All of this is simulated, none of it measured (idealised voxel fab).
Module name: voxel wiring stack (process module)
Shown is cross-section cut, with a width of 255 nm and square cells of size 5 nm.
Cross-section, as written here: a square-cell grid given band by band from the top down, where a band holds one or more rows of cells.
For a band, the entry starts with two heights in nm, that of the top and then that of the bottom, and carries on with the band's materials in order from left to right, each alongside its width in nm; the word "edge to edge" beside a single material means it fills the band edge to edge, and "air" means empty space.
Heights are reckoned from 0. Under this level, the received wafer is all of one material. The bottommost band is open-ended downward, for example "0 -> down".
A two-number width, for instance "30->40", indicates that the width is equal to the first number in the top row of the band and to the second number in the bottom row, and that it changes by a constant amount per row of cells.
A step reported as "no change occurred" is a step in which no cell of the cross-section changed.
Each empty space that has no open way to the top and spans at least 8 cells appears under "Closed void inventory" as width x height at distance, the distance counted from the left edge, all in nm.
On a step's line, text after the settings is the simulator commenting on that step.
"overlay nm" denotes, for a step that has a mask, the displacement of the mask to the right of its planned place, with negative values corresponding to the left.
plan
1) RECEIVE | material Si
2) CONFORMAL_DEP | material SiO2 | thk nm 15
3) DIRECTIONAL_DEP | material TiN | thk nm 5
4) DIRECTIONAL_DEP | material Ru | thk nm 25
5) MASKED_ETCH | tone cover | mask id METAL_1 | width nm 25 | pitch nm 40 | etch materials Ru | depth nm 25 | overlay nm 0
6) MASKED_ETCH | tone cover | mask id METAL_1 | width nm 25 | pitch nm 40 | etch materials TiN | depth nm 5 | overlay nm 0
7) FILL_DEP | material SiO2 | thk nm 10
8) CMP | height nm 45
9) CONFORMAL_DEP | material SiCN | thk nm 5
10) DIRECTIONAL_DEP | material lowk | thk nm 15
11) PATTERN | tone open | mask id PLUG_1 | material resist | width nm 15 | pitch nm 40 | thk nm 15 | overlay nm 0
12) DIRECTIONAL_ETCH | etch materials lowk | depth nm 15
13) DIRECTIONAL_ETCH | etch materials SiCN | depth nm 5
14) STRIP | etch materials resist
15) EPI | material Ru | thk nm 10
16) EPI | material Ru | thk nm 10
17) DIRECTIONAL_DEP | material TiN | thk nm 5
18) DIRECTIONAL_DEP | material Ru | thk nm 20
19) PATTERN | tone cover | mask id METAL_2 | material resist | width nm 25 | pitch nm 40 | thk nm 20 | overlay nm 0
20) DIRECTIONAL_ETCH | etch materials Ru | depth nm 20
21) DIRECTIONAL_ETCH | etch materials TiN | depth nm 5
22) STRIP | etch materials resist
23) FILL_DEP | material lowk | thk nm 10
24) CMP | height nm 90
25) CONFORMAL_DEP | material SiN | thk nm 5
First wafer out of two, processed as planned
The cross-section here shows the wafer as received, i.e. in its state after step 1
- 0 -> down  Si edge to edge
- Closed void inventory: none
How the wafer stands in section after step 2
- 15 -> 0  SiO2 edge to edge
- below 0: unchanged
How the wafer stands in section after step 3
- 20 -> 15  TiN edge to edge
- below 15: unchanged
How the wafer stands in section after step 4
- 45 -> 20  Ru edge to edge
- below 20: unchanged
How the wafer stands in section after step 5
- 45 -> 20  air 95 nm; Ru 25 nm; air 15 nm; Ru 25 nm; air 95 nm
- below 20: unchanged
How the wafer stands in section after step 6
- 45 -> 20  air 95 nm; Ru 25 nm; air 15 nm; Ru 25 nm; air 95 nm
- 20 -> 15  air 95 nm; TiN 25 nm; air 15 nm; TiN 25 nm; air 95 nm
- below 15: unchanged
How the wafer stands in section after step 7
- 55 -> 45  SiO2 edge to edge
- 45 -> 20  SiO2 95 nm; Ru 25 nm; SiO2 15 nm; Ru 25 nm; SiO2 95 nm
- 20 -> 15  SiO2 95 nm; TiN 25 nm; SiO2 15 nm; TiN 25 nm; SiO2 95 nm
- below 15: unchanged
How the wafer stands in section after step 8
- 45 -> 20  SiO2 95 nm; Ru 25 nm; SiO2 15 nm; Ru 25 nm; SiO2 95 nm
- below 20: unchanged
How the wafer stands in section after step 9
- 50 -> 45  SiCN edge to edge
- below 45: unchanged
How the wafer stands in section after step 10
- 65 -> 50  lowk edge to edge
- below 50: unchanged
How the wafer stands in section after step 11
- 80 -> 65  resist 95 nm; air 15 nm; resist 25 nm; air 15 nm; resist 105 nm
- below 65: unchanged
How the wafer stands in section after step 12
- 80 -> 65  resist 95 nm; air 15 nm; resist 25 nm; air 15 nm; resist 105 nm
- 65 -> 50  lowk 95 nm; air 15 nm; lowk 25 nm; air 15 nm; lowk 105 nm
- below 50: unchanged
How the wafer stands in section after step 13
- 80 -> 65  resist 95 nm; air 15 nm; resist 25 nm; air 15 nm; resist 105 nm
- 65 -> 50  lowk 95 nm; air 15 nm; lowk 25 nm; air 15 nm; lowk 105 nm
- 50 -> 45  SiCN 95 nm; air 15 nm; SiCN 25 nm; air 15 nm; SiCN 105 nm
- below 45: unchanged
How the wafer stands in section after step 14
- 65 -> 50  lowk 95 nm; air 15 nm; lowk 25 nm; air 15 nm; lowk 105 nm
- below 50: unchanged
How the wafer stands in section after step 15
- 65 -> 55  lowk 95 nm; air 15 nm; lowk 25 nm; air 15 nm; lowk 105 nm
- 55 -> 50  lowk 95 nm; Ru 15 nm; lowk 25 nm; Ru 15 nm; lowk 105 nm
- 50 -> 45  SiCN 95 nm; Ru 15 nm; SiCN 25 nm; Ru 15 nm; SiCN 105 nm
- below 45: unchanged
How the wafer stands in section after step 16
- 65 -> 50  lowk 95 nm; Ru 15 nm; lowk 25 nm; Ru 15 nm; lowk 105 nm
- below 50: unchanged
How the wafer stands in section after step 17
- 70 -> 65  TiN edge to edge
- below 65: unchanged
How the wafer stands in section after step 18
- 90 -> 70  Ru edge to edge
- below 70: unchanged
How the wafer stands in section after step 19
- 110 -> 90  air 95 nm; resist 25 nm; air 15 nm; resist 25 nm; air 95 nm
- below 90: unchanged
How the wafer stands in section after step 20
- 110 -> 90  air 95 nm; resist 25 nm; air 15 nm; resist 25 nm; air 95 nm
- 90 -> 70  air 95 nm; Ru 25 nm; air 15 nm; Ru 25 nm; air 95 nm
- below 70: unchanged
How the wafer stands in section after step 21
- 110 -> 90  air 95 nm; resist 25 nm; air 15 nm; resist 25 nm; air 95 nm
- 90 -> 70  air 95 nm; Ru 25 nm; air 15 nm; Ru 25 nm; air 95 nm
- 70 -> 65  air 95 nm; TiN 25 nm; air 15 nm; TiN 25 nm; air 95 nm
- below 65: unchanged
How the wafer stands in section after step 22
- 90 -> 70  air 95 nm; Ru 25 nm; air 15 nm; Ru 25 nm; air 95 nm
- below 70: unchanged
How the wafer stands in section after step 23
- 100 -> 90  lowk edge to edge
- 90 -> 70  lowk 95 nm; Ru 25 nm; lowk 15 nm; Ru 25 nm; lowk 95 nm
- 70 -> 65  lowk 95 nm; TiN 25 nm; lowk 15 nm; TiN 25 nm; lowk 95 nm
- below 65: unchanged
How the wafer stands in section after step 24
- 90 -> 70  lowk 95 nm; Ru 25 nm; lowk 15 nm; Ru 25 nm; lowk 95 nm
- below 70: unchanged
How the wafer stands in section after step 25
- 95 -> 90  SiN edge to edge
- below 90: unchanged
Second wafer, same starting conditions and recipe as the first, one mistake in executing it, nothing differs from the first up to and including step 2
Second wafer profile in section, at the moment step 3 of the plan was meant to be complete: no change occurred
Second wafer profile in section, at the moment step 4 of the plan was meant to be complete
- 40 -> 15  Ru edge to edge
- below 15: unchanged
Second wafer profile in section, at the moment step 5 of the plan was meant to be complete
- 40 -> 15  air 95 nm; Ru 25 nm; air 15 nm; Ru 25 nm; air 95 nm
- below 15: unchanged
Second wafer profile in section, at the moment step 6 of the plan was meant to be complete: no change occurred
Second wafer profile in section, at the moment step 7 of the plan was meant to be complete
- 50 -> 40  SiO2 edge to edge
- 40 -> 15  SiO2 95 nm; Ru 25 nm; SiO2 15 nm; Ru 25 nm; SiO2 95 nm
- below 15: unchanged
Second wafer profile in section, at the moment step 8 of the plan was meant to be complete
- 45 -> 40  SiO2 edge to edge
- below 40: unchanged
Second wafer profile in section, at the moment step 9 of the plan was meant to be complete
- 50 -> 45  SiCN edge to edge
- below 45: unchanged
Second wafer profile in section, at the moment step 10 of the plan was meant to be complete
- 65 -> 50  lowk edge to edge
- below 50: unchanged
Second wafer profile in section, at the moment step 11 of the plan was meant to be complete
- 80 -> 65  resist 95 nm; air 15 nm; resist 25 nm; air 15 nm; resist 105 nm
- below 65: unchanged
Second wafer profile in section, at the moment step 12 of the plan was meant to be complete
- 80 -> 65  resist 95 nm; air 15 nm; resist 25 nm; air 15 nm; resist 105 nm
- 65 -> 50  lowk 95 nm; air 15 nm; lowk 25 nm; air 15 nm; lowk 105 nm
- below 50: unchanged
Second wafer profile in section, at the moment step 13 of the plan was meant to be complete
- 80 -> 65  resist 95 nm; air 15 nm; resist 25 nm; air 15 nm; resist 105 nm
- 65 -> 50  lowk 95 nm; air 15 nm; lowk 25 nm; air 15 nm; lowk 105 nm
- 50 -> 45  SiCN 95 nm; air 15 nm; SiCN 25 nm; air 15 nm; SiCN 105 nm
- below 45: unchanged
Second wafer profile in section, at the moment step 14 of the plan was meant to be complete
- 65 -> 50  lowk 95 nm; air 15 nm; lowk 25 nm; air 15 nm; lowk 105 nm
- below 50: unchanged
Second wafer profile in section, at the moment step 15 of the plan was meant to be complete: no change occurred
Second wafer profile in section, at the moment step 16 of the plan was meant to be complete: no change occurred
Second wafer profile in section, at the moment step 17 of the plan was meant to be complete
- 70 -> 65  TiN 95 nm; air 15 nm; TiN 25 nm; air 15 nm; TiN 105 nm
- 65 -> 50  lowk 95 nm; air 15 nm; lowk 25 nm; air 15 nm; lowk 105 nm
- 50 -> 45  SiCN 95 nm; TiN 15 nm; SiCN 25 nm; TiN 15 nm; SiCN 105 nm
- below 45: unchanged
Second wafer profile in section, at the moment step 18 of the plan was meant to be complete
- 90 -> 70  Ru 95 nm; air 15 nm; Ru 25 nm; air 15 nm; Ru 105 nm
- 70 -> 65  TiN 95 nm; Ru 15 nm; TiN 25 nm; Ru 15 nm; TiN 105 nm
- 65 -> 50  lowk 95 nm; Ru 15 nm; lowk 25 nm; Ru 15 nm; lowk 105 nm
- below 50: unchanged
Second wafer profile in section, at the moment step 19 of the plan was meant to be complete
- 110 -> 90  air 95 nm; resist 25 nm; air 15 nm; resist 25 nm; air 95 nm
- 90 -> 70  Ru 95 nm; resist 15 nm; Ru 25 nm; resist 15 nm; Ru 105 nm
- below 70: unchanged
Second wafer profile in section, at the moment step 20 of the plan was meant to be complete
- 110 -> 90  air 95 nm; resist 25 nm; air 15 nm; resist 25 nm; air 95 nm
- 90 -> 70  air 95 nm; resist 15 nm; Ru 10 nm; air 15 nm; resist 15 nm; Ru 10 nm; air 95 nm
- below 70: unchanged
Second wafer profile in section, at the moment step 21 of the plan was meant to be complete
- 110 -> 90  air 95 nm; resist 25 nm; air 15 nm; resist 25 nm; air 95 nm
- 90 -> 70  air 95 nm; resist 15 nm; Ru 10 nm; air 15 nm; resist 15 nm; Ru 10 nm; air 95 nm
- 70 -> 65  air 95 nm; Ru 15 nm; TiN 10 nm; air 15 nm; Ru 15 nm; TiN 10 nm; air 95 nm
- below 65: unchanged
Second wafer profile in section, at the moment step 22 of the plan was meant to be complete
- 90 -> 70  air 110 nm; Ru 10 nm; air 30 nm; Ru 10 nm; air 95 nm
- below 70: unchanged
Second wafer profile in section, at the moment step 23 of the plan was meant to be complete
- 100 -> 90  lowk edge to edge
- 90 -> 70  lowk 110 nm; Ru 10 nm; lowk 30 nm; Ru 10 nm; lowk 95 nm
- 70 -> 65  lowk 95 nm; Ru 15 nm; TiN 10 nm; lowk 15 nm; Ru 15 nm; TiN 10 nm; lowk 95 nm
- below 65: unchanged
Second wafer profile in section, at the moment step 24 of the plan was meant to be complete
- 90 -> 70  lowk 110 nm; Ru 10 nm; lowk 30 nm; Ru 10 nm; lowk 95 nm
- below 70: unchanged
Second wafer profile in section, at the moment step 25 of the plan was meant to be complete
- 95 -> 90  SiN edge to edge
- below 90: unchanged
What was the processing mistake? execution of step 3 of the plan did not take place, the step having been omitted
Final comparison by cell count, materials where the second wafer has more or fewer than the first: -24 Ru | +10 SiO2 | -10 TiN | +24 lowk
